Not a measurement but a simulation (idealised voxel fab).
Title: Process Module voxel self aligned contacts
The cross-section shown here is cut; it is 300 nm wide and divided into square cells measuring 5 nm on a side.
Cross-section format: a grid of square cells, given as bands from top to bottom; each band is one or more rows of cells. Top height, bottom height, nm. Materials left to right, width each, nm. Single material + "full width" = fills band edge to edge. "empty" = empty. Measure heights from 0. That's the level where, below it, the as-received wafer is all one material. The lowest band is bottomless and extends downward; write it as in "z 0 and below". Think of "30..40" as a width that walks from the first number to the second as you go down the band, top row to bottom row, taking equal-sized steps from row to row. "no alteration", as given for a step, is the statement that not any cell of the cross-section underwent a change during that step. For the entry "Enclosed void listing", the listed items are empty spaces with no open way to the top whose size is 8 cells or more; each item follows the pattern width x height at distance, where distance is from the left edge and all three are in nm. Past the settings on a step's line: simulator remark, on that step. "overlay nm" denotes, for a step that has a mask, the displacement of the mask to the right of its planned place, with negative values corresponding to the left.

STEPS IN THE PROCESS PLAN
1 RECEIVE: material Si
2 OXIDIZE: depth nm 5
3 DIRECTIONAL_DEP: material polySi, thk nm 30
4 DIRECTIONAL_DEP: material SiN, thk nm 20
5 DIRECTIONAL_DEP: material aC, thk nm 15
6 PATTERN: tone cover, mask id GATE, material resist, width nm 35, pitch nm 80, thk nm 35, overlay nm 0
7 DIRECTIONAL_ETCH: etch materials aC, depth nm 15
8 STRIP: etch materials resist
9 DIRECTIONAL_ETCH: etch materials SiN, depth nm 20
10 DIRECTIONAL_ETCH: etch materials polySi, depth nm 30
11 STRIP: etch materials aC
12 CONFORMAL_DEP: material SiN, thk nm 10
13 DIRECTIONAL_ETCH: etch materials SiN, depth nm 10
14 FILL_DEP: material SiO2, thk nm 20
15 CMP: height nm 60
16 PATTERN: tone open, mask id CONTACT, material resist, width nm 65, thk nm 15, overlay nm 0
17 DIRECTIONAL_ETCH: etch materials SiO2, depth nm 65
18 STRIP: etch materials resist
19 CONFORMAL_DEP: material TiN, thk nm 5
20 FILL_DEP: material W, thk nm 5
21 CMP: height nm 60
22 CONFORMAL_DEP: material SiN, thk nm 5

CROSS-SECTION OF THE WAFER UPON ARRIVAL, REPRESENTING THE STATE REACHED AFTER STEP 1
    z 0 and below | Si full width
    Enclosed void listing: none

CROSS-SECTION TAKEN AT MODULE COMPLETION ON THE FIRST OF TWO WAFERS; PROCESSED PER THE PLAN
    z 65 to 60 | SiN full width
    z 60 to 50 | SiO2 115  TiN 5..25  W 55..15  TiN 5..25  SiO2 120
    z 50 to 30 | SiO2 80  SiN 55  TiN 5  W 15  TiN 5  SiN 55  SiO2 85
    z 30 to 0 | SiO2 80  SiN 10  polySi 35  SiN 10  TiN 5  W 15  TiN 5  SiN 10  polySi 35  SiN 10  SiO2 85
    z 0 to -5 | SiO2 135  TiN 25  SiO2 140
    z -5 and below | Si full width
    Enclosed void listing: none

SO THIS IS WAFER NUMBER TWO OF THE TWO, CUT AT THE END OF THE MODULE - IT STARTED WHERE THE FIRST DID AND HAD THE SAME PLAN, WE JUST GOT ONE THING WRONG RUNNING IT
    z 65 to 60 | SiN full width
    z 60 to 50 | SiO2 105  TiN 5..35  W 55..15  TiN 5..15  SiO2 130
    z 50 to 30 | SiO2 80  SiN 55  TiN 5  W 15  TiN 5  SiN 55  SiO2 85
    z 30 to 0 | SiO2 80  SiN 10  polySi 35  SiN 10  TiN 5  W 15  TiN 5  SiN 10  polySi 35  SiN 10  SiO2 85
    z 0 to -5 | SiO2 135  TiN 25  SiO2 140
    z -5 and below | Si full width
    Enclosed void listing: none
What went wrong in running the wafer? step 16 ran with different settings than intended, the actual operation and settings being PATTERN: tone open, mask id CONTACT, material resist, width nm 65, thk nm 15, overlay nm -10
Heads up: at the end the two wafers have identical cell counts per material, they're just laid out differently.
